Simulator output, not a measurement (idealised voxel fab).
Process module name: voxel double patterning
This is section cut - it's 295 nm across, gridded in 5 nm square cells.
The cross-sections in this document take the form of a grid made of square cells. They are written out as bands, in order from top to bottom. Each band consists of one or more rows of cells. Look at the band entry: it leads with the top's height and the bottom's height in nm. Then it lists the materials left to right, with a width in nm for each. The word "everywhere" on a single material says that material fills the band edge to edge. The word "blank" is empty space. Note: height 0 marks the level under which the wafer is uniformly one material as received. Lowest band unbounded below, written "0 nm and below". The expression "30 to 40" gives the width at the extremes of the band, the first number at its top row of cells and the second at its bottom row, with the width changing by equal amounts from each row to the next in between. Step marked "changes: none"? Then no cell in the cross-section changed in it. Any empty space of 8 cells or more lacking an open way to the top shows up in "Entrapped voids" as width x height at distance, distance from the left edge, in nm. Anything after a step's settings on that line? It's the simulator's own note about the step. "overlay nm", when on a step's line for a step with a mask, measures how far to the right of its planned place the mask lay; a negative measure means to the left.

[The steps planned for the process are as follows]
1: RECEIVE: material Si
2: CONFORMAL_DEP: material SiO2, thk nm 5
3: DIRECTIONAL_DEP: material W, thk nm 10
4: DIRECTIONAL_DEP: material SiCN, thk nm 10
5: DIRECTIONAL_DEP: material aC, thk nm 15
6: PATTERN: tone open, mask id FIRST, material resist, width nm 15, pitch nm 50, thk nm 35, overlay nm 0
7: DIRECTIONAL_ETCH: etch materials aC, depth nm 15
8: STRIP: etch materials resist
9: DIRECTIONAL_ETCH: etch materials SiCN, depth nm 10
10: STRIP: etch materials aC
11: MASKED_ETCH: tone open, mask id SECOND, width nm 15, etch materials SiCN, depth nm 10, overlay nm 0
12: DIRECTIONAL_ETCH: etch materials W, depth nm 10
13: STRIP: etch materials SiCN

[First of the two wafers, run per plan]

[Cross-section of the wafer upon arrival, representing the state reached after step 1]
* 0 nm and below = Si everywhere
* Entrapped voids: none

[The following cross-section depicts the wafer upon completion of step 2]
* 5 nm to 0 nm = SiO2 everywhere
* Everything below 0 is unchanged.

[The following cross-section depicts the wafer upon completion of step 3]
* 15 nm to 5 nm = W everywhere
* Everything below 5 is unchanged.

[The following cross-section depicts the wafer upon completion of step 4]
* 25 nm to 15 nm = SiCN everywhere
* Everything below 15 is unchanged.

[The following cross-section depicts the wafer upon completion of step 5]
* 40 nm to 25 nm = aC everywhere
* Everything below 25 is unchanged.

[The following cross-section depicts the wafer upon completion of step 6]
* 75 nm to 40 nm = resist (115) / blank (15) / resist (35) / blank (15) / resist (115)
* Everything below 40 is unchanged.

[The following cross-section depicts the wafer upon completion of step 7]
* 60 nm to 40 nm = resist (115) / blank (15) / resist (35) / blank (15) / resist (115)
* 40 nm to 25 nm = aC (115) / blank (15) / aC (35) / blank (15) / aC (115)
* Everything below 25 is unchanged.

[The following cross-section depicts the wafer upon completion of step 8]
* 40 nm to 25 nm = aC (115) / blank (15) / aC (35) / blank (15) / aC (115)
* Everything below 25 is unchanged.

[The following cross-section depicts the wafer upon completion of step 9]
* 40 nm to 25 nm = aC (115) / blank (15) / aC (35) / blank (15) / aC (115)
* 25 nm to 15 nm = SiCN (115) / blank (15) / SiCN (35) / blank (15) / SiCN (115)
* Everything below 15 is unchanged.

[The following cross-section depicts the wafer upon completion of step 10]
* 25 nm to 15 nm = SiCN (115) / blank (15) / SiCN (35) / blank (15) / SiCN (115)
* Everything below 15 is unchanged.

[The following cross-section depicts the wafer upon completion of step 11]
* 25 nm to 15 nm = SiCN (115) / blank (15) / SiCN (10) / blank (15) / SiCN (10) / blank (15) / SiCN (115)
* Everything below 15 is unchanged.

[The following cross-section depicts the wafer upon completion of step 12]
* 25 nm to 15 nm = SiCN (115) / blank (15) / SiCN (10) / blank (15) / SiCN (10) / blank (15) / SiCN (115)
* 15 nm to 5 nm = W (115) / blank (15) / W (10) / blank (15) / W (10) / blank (15) / W (115)
* Everything below 5 is unchanged.

[The following cross-section depicts the wafer upon completion of step 13]
* 15 nm to 5 nm = W (115) / blank (15) / W (10) / blank (15) / W (10) / blank (15) / W (115)
* Everything below 5 is unchanged.

[Second wafer - shared start and plan with the first - one error in running - same as the first up to step 1 inclusive]

[The second wafer cut through, at the time step 2 was supposed to be finished]
* 15 nm to 0 nm = SiO2 everywhere
* Everything below 0 is unchanged.

[The second wafer cut through, at the time step 3 was supposed to be finished]
* 25 nm to 15 nm = W everywhere
* Everything below 15 is unchanged.

[The second wafer cut through, at the time step 4 was supposed to be finished]
* 35 nm to 25 nm = SiCN everywhere
* Everything below 25 is unchanged.

[The second wafer cut through, at the time step 5 was supposed to be finished]
* 50 nm to 35 nm = aC everywhere
* Everything below 35 is unchanged.

[The second wafer cut through, at the time step 6 was supposed to be finished]
* 85 nm to 50 nm = resist (115) / blank (15) / resist (35) / blank (15) / resist (115)
* Everything below 50 is unchanged.

[The second wafer cut through, at the time step 7 was supposed to be finished]
* 70 nm to 50 nm = resist (115) / blank (15) / resist (35) / blank (15) / resist (115)
* 50 nm to 35 nm = aC (115) / blank (15) / aC (35) / blank (15) / aC (115)
* Everything below 35 is unchanged.

[The second wafer cut through, at the time step 8 was supposed to be finished]
* 50 nm to 35 nm = aC (115) / blank (15) / aC (35) / blank (15) / aC (115)
* Everything below 35 is unchanged.

[The second wafer cut through, at the time step 9 was supposed to be finished]
* 50 nm to 35 nm = aC (115) / blank (15) / aC (35) / blank (15) / aC (115)
* 35 nm to 25 nm = SiCN (115) / blank (15) / SiCN (35) / blank (15) / SiCN (115)
* Everything below 25 is unchanged.

[The second wafer cut through, at the time step 10 was supposed to be finished]
* 35 nm to 25 nm = SiCN (115) / blank (15) / SiCN (35) / blank (15) / SiCN (115)
* Everything below 25 is unchanged.

[The second wafer cut through, at the time step 11 was supposed to be finished]
* 35 nm to 25 nm = SiCN (115) / blank (15) / SiCN (10) / blank (15) / SiCN (10) / blank (15) / SiCN (115)
* Everything below 25 is unchanged.

[The second wafer cut through, at the time step 12 was supposed to be finished]
* 35 nm to 25 nm = SiCN (115) / blank (15) / SiCN (10) / blank (15) / SiCN (10) / blank (15) / SiCN (115)
* 25 nm to 15 nm = W (115) / blank (15) / W (10) / blank (15) / W (10) / blank (15) / W (115)
* Everything below 15 is unchanged.

[The second wafer cut through, at the time step 13 was supposed to be finished]
* 25 nm to 15 nm = W (115) / blank (15) / W (10) / blank (15) / W (10) / blank (15) / W (115)
* Everything below 15 is unchanged.
What was done differently from what was planned? heads up, step 2 didn't go per plan, it actually ran as CONFORMAL_DEP: material SiO2, thk nm 15
Cell-count delta at end, second wafer over first, by material: 118 more of SiO2
